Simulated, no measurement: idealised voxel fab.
Module name: voxel trench capacitor (process module)
Shown is cross-section cut, with a width of 280 nm and square cells of size 5 nm.
We lay out every cross-section as a grid of square cells and spell it out in bands from the top down, where one band means one or more rows of cells. Band: top height; bottom height; in nm. Then, left to right: material with width in nm, for each material. "edge to edge": a single material spanning edge to edge. "empty": empty space. We count height from 0. Below that, the starting wafer is all one material. The lowest band never ends at the bottom but goes on down; see "from 0 down" for how that is written. When a width is written as two numbers, as in "30 to 40", the first number is the width in the top row of cells of the band and the second is the width in its bottom row, and the width changes by the same amount from each row to the next. "everything unchanged" (step): cross-section cells unchanged, all of them. The entry titled "Voids, sealed" provides the empty spaces that have no open way to the top, restricted to those of 8 cells or more. Each is presented as width x height at distance, the distance being measured from the left edge, with all three in nm. Formally, on a step line, whatever follows the settings is a remark that the simulator itself makes on the step. You can add "overlay nm" to a step's line. For a step with a mask, it describes how far the mask lay to the right of its planned position, and a negative number describes a lay to the left.

-- Steps in the process plan
| 1 | op RECEIVE | material Si |
| 2 | op CONFORMAL_DEP | material SiN | thk nm 10 |
| 3 | op DIRECTIONAL_DEP | material aC | thk nm 15 |
| 4 | op PATTERN | tone open | mask id TRENCH | material resist | width nm 30 | pitch nm 45 | thk nm 35 | overlay nm 0 |
| 5 | op DIRECTIONAL_ETCH | etch materials aC | depth nm 15 |
| 6 | op STRIP | etch materials resist |
| 7 | op DIRECTIONAL_ETCH | etch materials SiN | depth nm 10 |
| 8 | op DIRECTIONAL_ETCH | etch materials Si | depth nm 30 |
| 9 | op STRIP | etch materials aC |
| 10 | op CONFORMAL_DEP | material HfO2 | thk nm 5 |
| 11 | op CONFORMAL_DEP | material TiN | thk nm 5 |
| 12 | op FILL_DEP | material W | thk nm 10 |
| 13 | op CMP | height nm 10 |

-- First of the two wafers, run per plan

-- So this is the incoming wafer in cross-section - it's already been through step 1
> from 0 down = Si edge to edge
> Voids, sealed: none

-- Once step 2 is through, the wafer looks like this in cross-section
> from 10 to 0 = SiN edge to edge
> All layers under 0 are left as they were.

-- Once step 3 is through, the wafer looks like this in cross-section
> from 25 to 10 = aC edge to edge
> All layers under 10 are left as they were.

-- Once step 4 is through, the wafer looks like this in cross-section
> from 60 to 25 = 100 of resist, then 30 of empty, then 15 of resist, then 30 of empty, then 105 of resist
> All layers under 25 are left as they were.

-- Once step 5 is through, the wafer looks like this in cross-section
> from 45 to 25 = 100 of resist, then 30 of empty, then 15 of resist, then 30 of empty, then 105 of resist
> from 25 to 10 = 100 of aC, then 30 of empty, then 15 of aC, then 30 of empty, then 105 of aC
> All layers under 10 are left as they were.

-- Once step 6 is through, the wafer looks like this in cross-section
> from 25 to 10 = 100 of aC, then 30 of empty, then 15 of aC, then 30 of empty, then 105 of aC
> All layers under 10 are left as they were.

-- Once step 7 is through, the wafer looks like this in cross-section
> from 25 to 10 = 100 of aC, then 30 of empty, then 15 of aC, then 30 of empty, then 105 of aC
> from 10 to 0 = 100 of SiN, then 30 of empty, then 15 of SiN, then 30 of empty, then 105 of SiN
> All layers under 0 are left as they were.

-- Once step 8 is through, the wafer looks like this in cross-section
> from 25 to 10 = 100 of aC, then 30 of empty, then 15 of aC, then 30 of empty, then 105 of aC
> from 10 to 0 = 100 of SiN, then 30 of empty, then 15 of SiN, then 30 of empty, then 105 of SiN
> from 0 to -30 = 100 of Si, then 30 of empty, then 15 of Si, then 30 of empty, then 105 of Si
> All layers under -30 are left as they were.

-- Once step 9 is through, the wafer looks like this in cross-section
> from 10 to 0 = 100 of SiN, then 30 of empty, then 15 of SiN, then 30 of empty, then 105 of SiN
> All layers under 0 are left as they were.

-- Once step 10 is through, the wafer looks like this in cross-section
> from 15 to 10 = 105 of HfO2, then 20 of empty, then 25 of HfO2, then 20 of empty, then 110 of HfO2
> from 10 to 0 = 100 of SiN, then 5 of HfO2, then 20 of empty, then 5 of HfO2, then 15 of SiN, then 5 of HfO2, then 20 of empty, then 5 of HfO2, then 105 of SiN
> from 0 to -25 = 100 of Si, then 5 of HfO2, then 20 of empty, then 5 of HfO2, then 15 of Si, then 5 of HfO2, then 20 of empty, then 5 of HfO2, then 105 of Si
> from -25 to -30 = 100 of Si, then 30 of HfO2, then 15 of Si, then 30 of HfO2, then 105 of Si
> All layers under -30 are left as they were.

-- Once step 11 is through, the wafer looks like this in cross-section
> from 20 to 15 = 110 of TiN, then 10 of empty, then 35 of TiN, then 10 of empty, then 115 of TiN
> from 15 to 10 = 105 of HfO2, then 5 of TiN, then 10 of empty, then 5 of TiN, then 25 of HfO2, then 5 of TiN, then 10 of empty, then 5 of TiN, then 110 of HfO2
> from 10 to 0 = 100 of SiN, then 5 of HfO2, then 5 of TiN, then 10 of empty, then 5 of TiN, then 5 of HfO2, then 15 of SiN, then 5 of HfO2, then 5 of TiN, then 10 of empty, then 5 of TiN, then 5 of HfO2, then 105 of SiN
> from 0 to -20 = 100 of Si, then 5 of HfO2, then 5 of TiN, then 10 of empty, then 5 of TiN, then 5 of HfO2, then 15 of Si, then 5 of HfO2, then 5 of TiN, then 10 of empty, then 5 of TiN, then 5 of HfO2, then 105 of Si
> from -20 to -25 = 100 of Si, then 5 of HfO2, then 20 of TiN, then 5 of HfO2, then 15 of Si, then 5 of HfO2, then 20 of TiN, then 5 of HfO2, then 105 of Si
> All layers under -25 are left as they were.

-- Once step 12 is through, the wafer looks like this in cross-section
> from 30 to 20 = W edge to edge
> from 20 to 15 = 110 of TiN, then 10 of W, then 35 of TiN, then 10 of W, then 115 of TiN
> from 15 to 10 = 105 of HfO2, then 5 of TiN, then 10 of W, then 5 of TiN, then 25 of HfO2, then 5 of TiN, then 10 of W, then 5 of TiN, then 110 of HfO2
> from 10 to 0 = 100 of SiN, then 5 of HfO2, then 5 of TiN, then 10 of W, then 5 of TiN, then 5 of HfO2, then 15 of SiN, then 5 of HfO2, then 5 of TiN, then 10 of W, then 5 of TiN, then 5 of HfO2, then 105 of SiN
> from 0 to -20 = 100 of Si, then 5 of HfO2, then 5 of TiN, then 10 of W, then 5 of TiN, then 5 of HfO2, then 15 of Si, then 5 of HfO2, then 5 of TiN, then 10 of W, then 5 of TiN, then 5 of HfO2, then 105 of Si
> All layers under -20 are left as they were.

-- Once step 13 is through, the wafer looks like this in cross-section
> from 10 to 0 = 100 of SiN, then 5 of HfO2, then 5 of TiN, then 10 of W, then 5 of TiN, then 5 of HfO2, then 15 of SiN, then 5 of HfO2, then 5 of TiN, then 10 of W, then 5 of TiN, then 5 of HfO2, then 105 of SiN
> All layers under 0 are left as they were.

-- Wafer two of two - same starting point, same process plan, one mistake in execution; matches wafer one up to and including step 1

-- Cross-section, second wafer, at the end time the plan gives for step 2
> from 5 to 0 = SiN edge to edge
> All layers under 0 are left as they were.

-- Cross-section, second wafer, at the end time the plan gives for step 3
> from 20 to 5 = aC edge to edge
> All layers under 5 are left as they were.

-- Cross-section, second wafer, at the end time the plan gives for step 4
> from 55 to 20 = 100 of resist, then 30 of empty, then 15 of resist, then 30 of empty, then 105 of resist
> All layers under 20 are left as they were.

-- Cross-section, second wafer, at the end time the plan gives for step 5
> from 40 to 20 = 100 of resist, then 30 of empty, then 15 of resist, then 30 of empty, then 105 of resist
> from 20 to 5 = 100 of aC, then 30 of empty, then 15 of aC, then 30 of empty, then 105 of aC
> All layers under 5 are left as they were.

-- Cross-section, second wafer, at the end time the plan gives for step 6
> from 20 to 5 = 100 of aC, then 30 of empty, then 15 of aC, then 30 of empty, then 105 of aC
> All layers under 5 are left as they were.

-- Cross-section, second wafer, at the end time the plan gives for step 7
> from 20 to 5 = 100 of aC, then 30 of empty, then 15 of aC, then 30 of empty, then 105 of aC
> from 5 to 0 = 100 of SiN, then 30 of empty, then 15 of SiN, then 30 of empty, then 105 of SiN
> All layers under 0 are left as they were.

-- Cross-section, second wafer, at the end time the plan gives for step 8
> from 20 to 5 = 100 of aC, then 30 of empty, then 15 of aC, then 30 of empty, then 105 of aC
> from 5 to 0 = 100 of SiN, then 30 of empty, then 15 of SiN, then 30 of empty, then 105 of SiN
> from 0 to -30 = 100 of Si, then 30 of empty, then 15 of Si, then 30 of empty, then 105 of Si
> All layers under -30 are left as they were.

-- Cross-section, second wafer, at the end time the plan gives for step 9
> from 5 to 0 = 100 of SiN, then 30 of empty, then 15 of SiN, then 30 of empty, then 105 of SiN
> All layers under 0 are left as they were.

-- Cross-section, second wafer, at the end time the plan gives for step 10
> from 10 to 5 = 105 of HfO2, then 20 of empty, then 25 of HfO2, then 20 of empty, then 110 of HfO2
> from 5 to 0 = 100 of SiN, then 5 of HfO2, then 20 of empty, then 5 of HfO2, then 15 of SiN, then 5 of HfO2, then 20 of empty, then 5 of HfO2, then 105 of SiN
> from 0 to -25 = 100 of Si, then 5 of HfO2, then 20 of empty, then 5 of HfO2, then 15 of Si, then 5 of HfO2, then 20 of empty, then 5 of HfO2, then 105 of Si
> from -25 to -30 = 100 of Si, then 30 of HfO2, then 15 of Si, then 30 of HfO2, then 105 of Si
> All layers under -30 are left as they were.

-- Cross-section, second wafer, at the end time the plan gives for step 11
> from 15 to 10 = 110 of TiN, then 10 of empty, then 35 of TiN, then 10 of empty, then 115 of TiN
> from 10 to 5 = 105 of HfO2, then 5 of TiN, then 10 of empty, then 5 of TiN, then 25 of HfO2, then 5 of TiN, then 10 of empty, then 5 of TiN, then 110 of HfO2
> from 5 to 0 = 100 of SiN, then 5 of HfO2, then 5 of TiN, then 10 of empty, then 5 of TiN, then 5 of HfO2, then 15 of SiN, then 5 of HfO2, then 5 of TiN, then 10 of empty, then 5 of TiN, then 5 of HfO2, then 105 of SiN
> from 0 to -20 = 100 of Si, then 5 of HfO2, then 5 of TiN, then 10 of empty, then 5 of TiN, then 5 of HfO2, then 15 of Si, then 5 of HfO2, then 5 of TiN, then 10 of empty, then 5 of TiN, then 5 of HfO2, then 105 of Si
> from -20 to -25 = 100 of Si, then 5 of HfO2, then 20 of TiN, then 5 of HfO2, then 15 of Si, then 5 of HfO2, then 20 of TiN, then 5 of HfO2, then 105 of Si
> All layers under -25 are left as they were.

-- Cross-section, second wafer, at the end time the plan gives for step 12
> from 25 to 15 = W edge to edge
> from 15 to 10 = 110 of TiN, then 10 of W, then 35 of TiN, then 10 of W, then 115 of TiN
> from 10 to 5 = 105 of HfO2, then 5 of TiN, then 10 of W, then 5 of TiN, then 25 of HfO2, then 5 of TiN, then 10 of W, then 5 of TiN, then 110 of HfO2
> from 5 to 0 = 100 of SiN, then 5 of HfO2, then 5 of TiN, then 10 of W, then 5 of TiN, then 5 of HfO2, then 15 of SiN, then 5 of HfO2, then 5 of TiN, then 10 of W, then 5 of TiN, then 5 of HfO2, then 105 of SiN
> from 0 to -20 = 100 of Si, then 5 of HfO2, then 5 of TiN, then 10 of W, then 5 of TiN, then 5 of HfO2, then 15 of Si, then 5 of HfO2, then 5 of TiN, then 10 of W, then 5 of TiN, then 5 of HfO2, then 105 of Si
> All layers under -20 are left as they were.

-- Cross-section, second wafer, at the end time the plan gives for step 13
> from 10 to 5 = 105 of HfO2, then 5 of TiN, then 10 of W, then 5 of TiN, then 25 of HfO2, then 5 of TiN, then 10 of W, then 5 of TiN, then 110 of HfO2
> All layers under 5 are left as they were.
what went wrong: step 2 ran as: op CONFORMAL_DEP | material SiN | thk nm 5
Heads up, by the end the second wafer has more or fewer cells of some materials compared to the first: HfO2: 44 more | SiN: 44 fewer
